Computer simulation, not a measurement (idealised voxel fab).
Proc. module: voxel wiring stack
The figure presents cross-section cut, which has a width of 175 nm and is divided into square cells with an edge length of 5 nm.
Format of a cross-section: grid, square cells. Given as bands. Order: top down. Band: one or more rows of cells.
Each band's line starts with the height of the band's top and of its bottom, in nm. Then come its materials from left to right, each with its width in nm. One material with "all across" fills the band from edge to edge. "empty" is empty space.
We count height from 0. Below that, the starting wafer is all one material. The lowest band never ends at the bottom but goes on down; see "0 and below" for how that is written.
Quick explanation for "30->40": the width changes in equal steps down the rows of cells, from the first number in the band's top row to the second number in its bottom row.
When a step is marked "left unchanged", none of the cells in the cross-section changed during that step.
Entry "Closed voids list". Content: empty spaces with no open connection to the top, size 8 cells or greater. Each: width x height at distance. Distance: from left edge. Unit: nm.
That trailing text on a step's line, after the settings, is the simulator's own remark on the step.
overlay nm: mask right of planned place by this much (step with mask). Neg. = left.

### plan
step 1: RECEIVE | material Si
step 2: CONFORMAL_DEP | material SiO2 | thk nm 10
step 3: CONFORMAL_DEP | material SiCN | thk nm 5
step 4: DIRECTIONAL_DEP | material SiO2 | thk nm 25
step 5: DIRECTIONAL_DEP | material aC | thk nm 15
step 6: PATTERN | tone open | mask id METAL_1 | material resist | width nm 25 | pitch nm 40 | thk nm 30 | overlay nm 0
step 7: DIRECTIONAL_ETCH | etch materials aC | depth nm 15
step 8: STRIP | etch materials resist
step 9: DIRECTIONAL_ETCH | etch materials SiO2 | depth nm 25
step 10: DIRECTIONAL_ETCH | etch materials SiCN | depth nm 5
step 11: STRIP | etch materials aC
step 12: CONFORMAL_DEP | material TiN | thk nm 5
step 13: FILL_DEP | material Ru | thk nm 5
step 14: CMP | height nm 40
step 15: EPI | material Ru | thk nm 5
step 16: FILL_DEP | material SiCN | thk nm 5
step 17: DIRECTIONAL_DEP | material SiO2 | thk nm 25
step 18: MASKED_ETCH | tone open | mask id METAL_2 | width nm 25 | pitch nm 40 | etch materials SiO2 | depth nm 15 | overlay nm 0
step 19: PATTERN | tone open | mask id METAL_2_HOLES | material resist | width nm 15 | pitch nm 40 | thk nm 15 | overlay nm 0
step 20: DIRECTIONAL_ETCH | etch materials SiO2 | depth nm 10
step 21: DIRECTIONAL_ETCH | etch materials SiCN | depth nm 5
step 22: STRIP | etch materials resist
step 23: CONFORMAL_DEP | material TiN | thk nm 5
step 24: FILL_DEP | material Cu | thk nm 5
step 25: CMP | height nm 75
step 26: CONFORMAL_DEP | material SiCN | thk nm 5

### So this is the incoming wafer in cross-section - it's already been through step 1
  0 and below: Si all across
  Closed voids list: none

### The plan above was carried out on the starting structure above with one mistake, and this cross-section shows the wafer at the end of the module
  80 down to 75: SiCN all across
  75 down to 65: 35 of SiO2, 5->15 of TiN, 25->15 of Cu, 5 of TiN, 5 of SiO2, 5->15 of TiN, 25->15 of Cu, 5 of TiN, 5 of SiO2, 5->15 of TiN, 25->15 of Cu, 5 of TiN, 25 of SiO2
  65 down to 60: 45 of SiO2, 25 of TiN, 15 of SiO2, 25 of TiN, 15 of SiO2, 25 of TiN, 25 of SiO2
  60 down to 50: 45 of SiO2, 5 of TiN, 35 of SiO2, 5 of TiN, 35 of SiO2, 5 of TiN, 45 of SiO2
  50 down to 45: 45 of SiCN, 5 of TiN, 35 of SiCN, 5 of TiN, 35 of SiCN, 5 of TiN, 45 of SiCN
  45 down to 40: 30 of SiCN, 35 of Ru, 5 of SiCN, 35 of Ru, 5 of SiCN, 35 of Ru, 30 of SiCN
  40 down to 15: 35 of SiO2, 5 of TiN, 15 of Ru, 5 of TiN, 15 of SiO2, 5 of TiN, 15 of Ru, 5 of TiN, 15 of SiO2, 5 of TiN, 15 of Ru, 5 of TiN, 35 of SiO2
  15 down to 10: 35 of SiCN, 25 of TiN, 15 of SiCN, 25 of TiN, 15 of SiCN, 25 of TiN, 35 of SiCN
  10 down to 0: SiO2 all across
  0 and below: Si all across
  Closed voids list: none
Misprocessing identified: step 18 did not happen as planned, as run it was MASKED_ETCH | tone open | mask id METAL_2 | width nm 25 | pitch nm 40 | etch materials SiO2 | depth nm 15 | overlay nm 10
